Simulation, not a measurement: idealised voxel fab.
The following process module bears the name voxel quadruple lines.
Cross-sectional view cut (width: 285 nm; square cell size: 5 nm).
A cross-section is written here as square cells arranged in a grid, and it is given in bands from the top down, each band taking up one or more rows of cells. A band entry consists of two parts. The first gives the height of the band's top and the height of its bottom, in nm. The rest lists the band's materials from left to right, each with its width in nm. A single material labelled with the word "throughout" fills the band from edge to edge, and the word "air" marks empty space. Heights are expressed relative to 0, this being the level below which the as-received wafer comprises one material exclusively. The lowest band is unbounded in the downward direction and is denoted as in "0 down". Width spec "30..40" -> top row of cells at first value, bottom row at second value, equal per-row change in between. You'll sometimes find "everything unchanged" written for a step, and that's the way of saying that nowhere in the cross-section did a cell change during that step. "Sealed internal voids" enumerates empty spaces isolated from the top, with no open way to it, that contain at least 8 cells, giving each as width x height at distance from the left edge, all three in nm. Heads up: the bit after the settings on a step's line is the simulator's remark on that step. overlay nm: mask right of planned place by this much (step with mask). Neg. = left. Every pair from here on: before one process step, after it. The after cross-section reaches only to the lowest band that changed. Below the pair: the step in between and its settings. Pairs can belong to different runs of this module on the same starting wafer; a pair carries on from the pair above only if the entry headed "State before" says so.

State before
> 60 to 40  aC throughout
> 40 to 20  polySi throughout
> 20 to 10  W throughout
> 10 to 0  SiO2 throughout
> 0 down  Si throughout
> Sealed internal voids: none

Post-Step Cross-Section
> 85 to 60  air: 90 | resist: 30 | air: 50 | resist: 30 | air: 85
> No changes below 60.
> Sealed internal voids: none
Before/after cross-sections above; step in between: PATTERN with tone cover, mask id MANDREL, material resist, width nm 30, pitch nm 80, thk nm 25, overlay nm 5

State before: This step starts from the configuration shown after the step in the pair immediately above.

Post-Step Cross-Section
> 65 to 60  air: 90 | resist: 30 | air: 50 | resist: 30 | air: 85
> 60 to 40  air: 90 | aC: 30 | air: 50 | aC: 30 | air: 85
> No changes below 40.
> Sealed internal voids: none
Before/after cross-sections above; step in between: DIRECTIONAL_ETCH with etch materials aC, depth nm 20

State before: This step starts from the configuration shown after the step in the pair immediately above.

Post-Step Cross-Section
> 60 to 40  air: 90 | aC: 30 | air: 50 | aC: 30 | air: 85
> No changes below 40.
> Sealed internal voids: none
Before/after cross-sections above; step in between: STRIP with etch materials resist

State before: This step starts from the configuration shown after the step in the pair immediately above.

Post-Step Cross-Section
> 70 to 60  air: 80 | SiO2: 50 | air: 30 | SiO2: 50 | air: 75
> 60 to 50  air: 80 | SiO2: 10 | aC: 30 | SiO2: 10 | air: 30 | SiO2: 10 | aC: 30 | SiO2: 10 | air: 75
> 50 to 40  SiO2: 90 | aC: 30 | SiO2: 50 | aC: 30 | SiO2: 85
> No changes below 40.
> Sealed internal voids: none
Before/after cross-sections above; step in between: CONFORMAL_DEP with material SiO2, thk nm 10

State before: This step starts from the configuration shown after the step in the pair immediately above.

Post-Step Cross-Section
> 60 to 40  air: 80 | SiO2: 10 | aC: 30 | SiO2: 10 | air: 30 | SiO2: 10 | aC: 30 | SiO2: 10 | air: 75
> No changes below 40.
> Sealed internal voids: none
Before/after cross-sections above; step in between: DIRECTIONAL_ETCH with etch materials SiO2, depth nm 10

State before: This step starts from the configuration shown after the step in the pair immediately above.

Post-Step Cross-Section
> 60 to 40  air: 80 | SiO2: 10 | air: 30 | SiO2: 10 | air: 30 | SiO2: 10 | air: 30 | SiO2: 10 | air: 75
> No changes below 40.
> Sealed internal voids: none
Before/after cross-sections above; step in between: STRIP with etch materials aC

State before: This step starts from the configuration shown after the step in the pair immediately above.

Post-Step Cross-Section
> 60 to 40  air: 80 | SiO2: 10 | air: 30 | SiO2: 10 | air: 30 | SiO2: 10 | air: 30 | SiO2: 10 | air: 75
> 40 to 20  air: 80 | polySi: 10 | air: 30 | polySi: 10 | air: 30 | polySi: 10 | air: 30 | polySi: 10 | air: 75
> No changes below 20.
> Sealed internal voids: none
Before/after cross-sections above; step in between: DIRECTIONAL_ETCH with etch materials polySi, depth nm 20

State before: This step starts from the configuration shown after the step in the pair immediately above.

Post-Step Cross-Section
> 40 to 20  air: 80 | polySi: 10 | air: 30 | polySi: 10 | air: 30 | polySi: 10 | air: 30 | polySi: 10 | air: 75
> No changes below 20.
> Sealed internal voids: none
Before/after cross-sections above; step in between: STRIP with etch materials SiO2

State before: This step starts from the configuration shown after the step in the pair immediately above.

Post-Step Cross-Section
> 50 to 40  air: 70 | SiCN: 30 | air: 10 | SiCN: 30 | air: 10 | SiCN: 30 | air: 10 | SiCN: 30 | air: 65
> 40 to 30  air: 70 | SiCN: 10 | polySi: 10 | SiCN: 10 | air: 10 | SiCN: 10 | polySi: 10 | SiCN: 10 | air: 10 | SiCN: 10 | polySi: 10 | SiCN: 10 | air: 10 | SiCN: 10 | polySi: 10 | SiCN: 10 | air: 65
> 30 to 20  SiCN: 80 | polySi: 10 | SiCN: 30 | polySi: 10 | SiCN: 30 | polySi: 10 | SiCN: 30 | polySi: 10 | SiCN: 75
> No changes below 20.
> Sealed internal voids: none
Before/after cross-sections above; step in between: CONFORMAL_DEP with material SiCN, thk nm 10

State before: This step starts from the configuration shown after the step in the pair immediately above.

Post-Step Cross-Section
> 40 to 20  air: 70 | SiCN: 10 | polySi: 10 | SiCN: 10 | air: 10 | SiCN: 10 | polySi: 10 | SiCN: 10 | air: 10 | SiCN: 10 | polySi: 10 | SiCN: 10 | air: 10 | SiCN: 10 | polySi: 10 | SiCN: 10 | air: 65
> No changes below 20.
> Sealed internal voids: none
Before/after cross-sections above; step in between: DIRECTIONAL_ETCH with etch materials SiCN, depth nm 10

State before: This step starts from the configuration shown after the step in the pair immediately above.

Post-Step Cross-Section
> 40 to 20  air: 70 | SiCN: 10 | air: 10 | SiCN: 10 | air: 10 | SiCN: 10 | air: 10 | SiCN: 10 | air: 10 | SiCN: 10 | air: 10 | SiCN: 10 | air: 10 | SiCN: 10 | air: 10 | SiCN: 10 | air: 65
> No changes below 20.
> Sealed internal voids: none
Before/after cross-sections above; step in between: STRIP with etch materials polySi

State before: This step starts from the configuration shown after the step in the pair immediately above.

Post-Step Cross-Section
> 40 to 20  air: 70 | SiCN: 10 | air: 10 | SiCN: 10 | air: 10 | SiCN: 10 | air: 10 | SiCN: 10 | air: 10 | SiCN: 10 | air: 10 | SiCN: 10 | air: 10 | SiCN: 10 | air: 10 | SiCN: 10 | air: 65
> 20 to 10  air: 70 | W: 10 | air: 10 | W: 10 | air: 10 | W: 10 | air: 10 | W: 10 | air: 10 | W: 10 | air: 10 | W: 10 | air: 10 | W: 10 | air: 10 | W: 10 | air: 65
> No changes below 10.
> Sealed internal voids: none
Before/after cross-sections above; step in between: DIRECTIONAL_ETCH with etch materials W, depth nm 10

State before: This step starts from the configuration shown after the step in the pair immediately above.

Post-Step Cross-Section
> 20 to 10  air: 70 | W: 10 | air: 10 | W: 10 | air: 10 | W: 10 | air: 10 | W: 10 | air: 10 | W: 10 | air: 10 | W: 10 | air: 10 | W: 10 | air: 10 | W: 10 | air: 65
> No changes below 10.
> Sealed internal voids: none
Before/after cross-sections above; step in between: STRIP with etch materials SiCN

State before
> 0 down  Si throughout
> Sealed internal voids: none

Post-Step Cross-Section
> 10 to 0  aC throughout
> No changes below 0.
> Sealed internal voids: none
Before/after cross-sections above; step in between: CONFORMAL_DEP with material aC, thk nm 10

State before: This step starts from the configuration shown after the step in the pair immediately above.

Post-Step Cross-Section
> 20 to 10  W throughout
> No changes below 10.
> Sealed internal voids: none
Before/after cross-sections above; step in between: DIRECTIONAL_DEP with material W, thk nm 10

State before: This step starts from the configuration shown after the step in the pair immediately above.

Post-Step Cross-Section
> 40 to 20  polySi throughout
> No changes below 20.
> Sealed internal voids: none
Before/after cross-sections above; step in between: DIRECTIONAL_DEP with material polySi, thk nm 20

State before: This step starts from the configuration shown after the step in the pair immediately above.

Post-Step Cross-Section
> 60 to 40  aC throughout
> No changes below 40.
> Sealed internal voids: none
Before/after cross-sections above; step in between: DIRECTIONAL_DEP with material aC, thk nm 20

State before: This step starts from the configuration shown after the step in the pair immediately above.

Post-Step Cross-Section
> 85 to 60  air: 85 | resist: 30 | air: 50 | resist: 30 | air: 90
> No changes below 60.
> Sealed internal voids: none
Before/after cross-sections above; step in between: PATTERN with tone cover, mask id MANDREL, material resist, width nm 30, pitch nm 80, thk nm 25, overlay nm 0

State before: This step starts from the configuration shown after the step in the pair immediately above.

Post-Step Cross-Section
> 65 to 60  air: 85 | resist: 30 | air: 50 | resist: 30 | air: 90
> 60 to 40  air: 85 | aC: 30 | air: 50 | aC: 30 | air: 90
> No changes below 40.
> Sealed internal voids: none
Before/after cross-sections above; step in between: DIRECTIONAL_ETCH with etch materials aC, depth nm 20

State before: This step starts from the configuration shown after the step in the pair immediately above.

Post-Step Cross-Section
> 60 to 40  air: 85 | aC: 30 | air: 50 | aC: 30 | air: 90
> No changes below 40.
> Sealed internal voids: none
Before/after cross-sections above; step in between: STRIP with etch materials resist

State before: This step starts from the configuration shown after the step in the pair immediately above.

Post-Step Cross-Section
> 70 to 60  air: 75 | SiO2: 50 | air: 30 | SiO2: 50 | air: 80
> 60 to 50  air: 75 | SiO2: 10 | aC: 30 | SiO2: 10 | air: 30 | SiO2: 10 | aC: 30 | SiO2: 10 | air: 80
> 50 to 40  SiO2: 85 | aC: 30 | SiO2: 50 | aC: 30 | SiO2: 90
> No changes below 40.
> Sealed internal voids: none
Before/after cross-sections above; step in between: CONFORMAL_DEP with material SiO2, thk nm 10

State before: This step starts from the configuration shown after the step in the pair immediately above.

Post-Step Cross-Section
> 60 to 40  air: 75 | SiO2: 10 | aC: 30 | SiO2: 10 | air: 30 | SiO2: 10 | aC: 30 | SiO2: 10 | air: 80
> No changes below 40.
> Sealed internal voids: none
Before/after cross-sections above; step in between: DIRECTIONAL_ETCH with etch materials SiO2, depth nm 10

State before: This step starts from the configuration shown after the step in the pair immediately above.

Post-Step Cross-Section
> 60 to 40  air: 75 | SiO2: 10 | air: 30 | SiO2: 10 | air: 30 | SiO2: 10 | air: 30 | SiO2: 10 | air: 80
> No changes below 40.
> Sealed internal voids: none
Before/after cross-sections above; step in between: STRIP with etch materials aC

State before: This step starts from the configuration shown after the step in the pair immediately above.

Post-Step Cross-Section
> 60 to 40  air: 75 | SiO2: 10 | air: 30 | SiO2: 10 | air: 30 | SiO2: 10 | air: 30 | SiO2: 10 | air: 80
> 40 to 20  air: 75 | polySi: 10 | air: 30 | polySi: 10 | air: 30 | polySi: 10 | air: 30 | polySi: 10 | air: 80
> No changes below 20.
> Sealed internal voids: none
Before/after cross-sections above; step in between: DIRECTIONAL_ETCH with etch materials polySi, depth nm 20

State before: This step starts from the configuration shown after the step in the pair immediately above.

Post-Step Cross-Section
> 40 to 20  air: 75 | polySi: 10 | air: 30 | polySi: 10 | air: 30 | polySi: 10 | air: 30 | polySi: 10 | air: 80
> No changes below 20.
> Sealed internal voids: none
Before/after cross-sections above; step in between: STRIP with etch materials SiO2

State before: This step starts from the configuration shown after the step in the pair immediately above.

Post-Step Cross-Section
> 50 to 40  air: 65 | SiCN: 30 | air: 10 | SiCN: 30 | air: 10 | SiCN: 30 | air: 10 | SiCN: 30 | air: 70
> 40 to 30  air: 65 | SiCN: 10 | polySi: 10 | SiCN: 10 | air: 10 | SiCN: 10 | polySi: 10 | SiCN: 10 | air: 10 | SiCN: 10 | polySi: 10 | SiCN: 10 | air: 10 | SiCN: 10 | polySi: 10 | SiCN: 10 | air: 70
> 30 to 20  SiCN: 75 | polySi: 10 | SiCN: 30 | polySi: 10 | SiCN: 30 | polySi: 10 | SiCN: 30 | polySi: 10 | SiCN: 80
> No changes below 20.
> Sealed internal voids: none
Before/after cross-sections above; step in between: CONFORMAL_DEP with material SiCN, thk nm 10

State before: This step starts from the configuration shown after the step in the pair immediately above.

Post-Step Cross-Section
> 40 to 20  air: 65 | SiCN: 10 | polySi: 10 | SiCN: 10 | air: 10 | SiCN: 10 | polySi: 10 | SiCN: 10 | air: 10 | SiCN: 10 | polySi: 10 | SiCN: 10 | air: 10 | SiCN: 10 | polySi: 10 | SiCN: 10 | air: 70
> No changes below 20.
> Sealed internal voids: none
Before/after cross-sections above; step in between: DIRECTIONAL_ETCH with etch materials SiCN, depth nm 10

State before: This step starts from the configuration shown after the step in the pair immediately above.

Post-Step Cross-Section
> 40 to 20  air: 65 | SiCN: 10 | air: 10 | SiCN: 10 | air: 10 | SiCN: 10 | air: 10 | SiCN: 10 | air: 10 | SiCN: 10 | air: 10 | SiCN: 10 | air: 10 | SiCN: 10 | air: 10 | SiCN: 10 | air: 70
> No changes below 20.
> Sealed internal voids: none
Before/after cross-sections above; step in between: STRIP with etch materials polySi

State before: This step starts from the configuration shown after the step in the pair immediately above.

Post-Step Cross-Section
> 40 to 20  air: 65 | SiCN: 10 | air: 10 | SiCN: 10 | air: 10 | SiCN: 10 | air: 10 | SiCN: 10 | air: 10 | SiCN: 10 | air: 10 | SiCN: 10 | air: 10 | SiCN: 10 | air: 10 | SiCN: 10 | air: 70
> 20 to 10  air: 65 | W: 10 | air: 10 | W: 10 | air: 10 | W: 10 | air: 10 | W: 10 | air: 10 | W: 10 | air: 10 | W: 10 | air: 10 | W: 10 | air: 10 | W: 10 | air: 70
> No changes below 10.
> Sealed internal voids: none
Before/after cross-sections above; step in between: DIRECTIONAL_ETCH with etch materials W, depth nm 10

State before: This step starts from the configuration shown after the step in the pair immediately above.

Post-Step Cross-Section
> 20 to 10  air: 65 | W: 10 | air: 10 | W: 10 | air: 10 | W: 10 | air: 10 | W: 10 | air: 10 | W: 10 | air: 10 | W: 10 | air: 10 | W: 10 | air: 10 | W: 10 | air: 70
> No changes below 10.
> Sealed internal voids: none
Before/after cross-sections above; step in between: STRIP with etch materials SiCN

State before
> 60 to 40  aC throughout
> 40 to 20  polySi throughout
> 20 to 10  W throughout
> 10 to 0  SiO2 throughout
> 0 down  Si throughout
> Sealed internal voids: none

Post-Step Cross-Section
> 85 to 60  resist: 85 | air: 30 | resist: 50 | air: 30 | resist: 90
> No changes below 60.
> Sealed internal voids: none
Before/after cross-sections above; step in between: PATTERN with tone open, mask id MANDREL, material resist, width nm 30, pitch nm 80, thk nm 25, overlay nm 0

State before: This step starts from the configuration shown after the step in the pair immediately above.

Post-Step Cross-Section
> 65 to 60  resist: 85 | air: 30 | resist: 50 | air: 30 | resist: 90
> 60 to 40  aC: 85 | air: 30 | aC: 50 | air: 30 | aC: 90
> No changes below 40.
> Sealed internal voids: none
Before/after cross-sections above; step in between: DIRECTIONAL_ETCH with etch materials aC, depth nm 20

State before: This step starts from the configuration shown after the step in the pair immediately above.

Post-Step Cross-Section
> 60 to 40  aC: 85 | air: 30 | aC: 50 | air: 30 | aC: 90
> No changes below 40.
> Sealed internal voids: none
Before/after cross-sections above; step in between: STRIP with etch materials resist

State before: This step starts from the configuration shown after the step in the pair immediately above.

Post-Step Cross-Section
> 70 to 60  SiO2: 95 | air: 10 | SiO2: 70 | air: 10 | SiO2: 100
> 60 to 50  aC: 85 | SiO2: 10 | air: 10 | SiO2: 10 | aC: 50 | SiO2: 10 | air: 10 | SiO2: 10 | aC: 90
> 50 to 40  aC: 85 | SiO2: 30 | aC: 50 | SiO2: 30 | aC: 90
> No changes below 40.
> Sealed internal voids: none
Before/after cross-sections above; step in between: CONFORMAL_DEP with material SiO2, thk nm 10

State before: This step starts from the configuration shown after the step in the pair immediately above.

Post-Step Cross-Section
> 60 to 40  aC: 85 | SiO2: 10 | air: 10 | SiO2: 10 | aC: 50 | SiO2: 10 | air: 10 | SiO2: 10 | aC: 90
> No changes below 40.
> Sealed internal voids: none
Before/after cross-sections above; step in between: DIRECTIONAL_ETCH with etch materials SiO2, depth nm 10

State before: This step starts from the configuration shown after the step in the pair immediately above.

Post-Step Cross-Section
> 60 to 40  air: 85 | SiO2: 10 | air: 10 | SiO2: 10 | air: 50 | SiO2: 10 | air: 10 | SiO2: 10 | air: 90
> No changes below 40.
> Sealed internal voids: none
Before/after cross-sections above; step in between: STRIP with etch materials aC

State before: This step starts from the configuration shown after the step in the pair immediately above.

Post-Step Cross-Section
> 60 to 40  air: 85 | SiO2: 10 | air: 10 | SiO2: 10 | air: 50 | SiO2: 10 | air: 10 | SiO2: 10 | air: 90
> 40 to 20  air: 85 | polySi: 10 | air: 10 | polySi: 10 | air: 50 | polySi: 10 | air: 10 | polySi: 10 | air: 90
> No changes below 20.
> Sealed internal voids: none
Before/after cross-sections above; step in between: DIRECTIONAL_ETCH with etch materials polySi, depth nm 20

State before: This step starts from the configuration shown after the step in the pair immediately above.

Post-Step Cross-Section
> 40 to 20  air: 85 | polySi: 10 | air: 10 | polySi: 10 | air: 50 | polySi: 10 | air: 10 | polySi: 10 | air: 90
> No changes below 20.
> Sealed internal voids: none
Before/after cross-sections above; step in between: STRIP with etch materials SiO2

State before: This step starts from the configuration shown after the step in the pair immediately above.

Post-Step Cross-Section
> 50 to 40  air: 75 | SiCN: 50 | air: 30 | SiCN: 50 | air: 80
> 40 to 30  air: 75 | SiCN: 10 | polySi: 10 | SiCN: 10 | polySi: 10 | SiCN: 10 | air: 30 | SiCN: 10 | polySi: 10 | SiCN: 10 | polySi: 10 | SiCN: 10 | air: 80
> 30 to 20  SiCN: 85 | polySi: 10 | SiCN: 10 | polySi: 10 | SiCN: 50 | polySi: 10 | SiCN: 10 | polySi: 10 | SiCN: 90
> No changes below 20.
> Sealed internal voids: none
Before/after cross-sections above; step in between: CONFORMAL_DEP with material SiCN, thk nm 10

State before: This step starts from the configuration shown after the step in the pair immediately above.

Post-Step Cross-Section
> 40 to 20  air: 75 | SiCN: 10 | polySi: 10 | SiCN: 10 | polySi: 10 | SiCN: 10 | air: 30 | SiCN: 10 | polySi: 10 | SiCN: 10 | polySi: 10 | SiCN: 10 | air: 80
> No changes below 20.
> Sealed internal voids: none
Before/after cross-sections above; step in between: DIRECTIONAL_ETCH with etch materials SiCN, depth nm 10

State before: This step starts from the configuration shown after the step in the pair immediately above.

Post-Step Cross-Section
> 40 to 20  air: 75 | SiCN: 10 | air: 10 | SiCN: 10 | air: 10 | SiCN: 10 | air: 30 | SiCN: 10 | air: 10 | SiCN: 10 | air: 10 | SiCN: 10 | air: 80
> No changes below 20.
> Sealed internal voids: none
Before/after cross-sections above; step in between: STRIP with etch materials polySi

State before: This step starts from the configuration shown after the step in the pair immediately above.

Post-Step Cross-Section
> 40 to 20  air: 75 | SiCN: 10 | air: 10 | SiCN: 10 | air: 10 | SiCN: 10 | air: 30 | SiCN: 10 | air: 10 | SiCN: 10 | air: 10 | SiCN: 10 | air: 80
> 20 to 10  air: 75 | W: 10 | air: 10 | W: 10 | air: 10 | W: 10 | air: 30 | W: 10 | air: 10 | W: 10 | air: 10 | W: 10 | air: 80
> No changes below 10.
> Sealed internal voids: none
Before/after cross-sections above; step in between: DIRECTIONAL_ETCH with etch materials W, depth nm 10

State before: This step starts from the configuration shown after the step in the pair immediately above.

Post-Step Cross-Section
> 20 to 10  air: 75 | W: 10 | air: 10 | W: 10 | air: 10 | W: 10 | air: 30 | W: 10 | air: 10 | W: 10 | air: 10 | W: 10 | air: 80
> No changes below 10.
> Sealed internal voids: none
Before/after cross-sections above; step in between: STRIP with etch materials SiCN
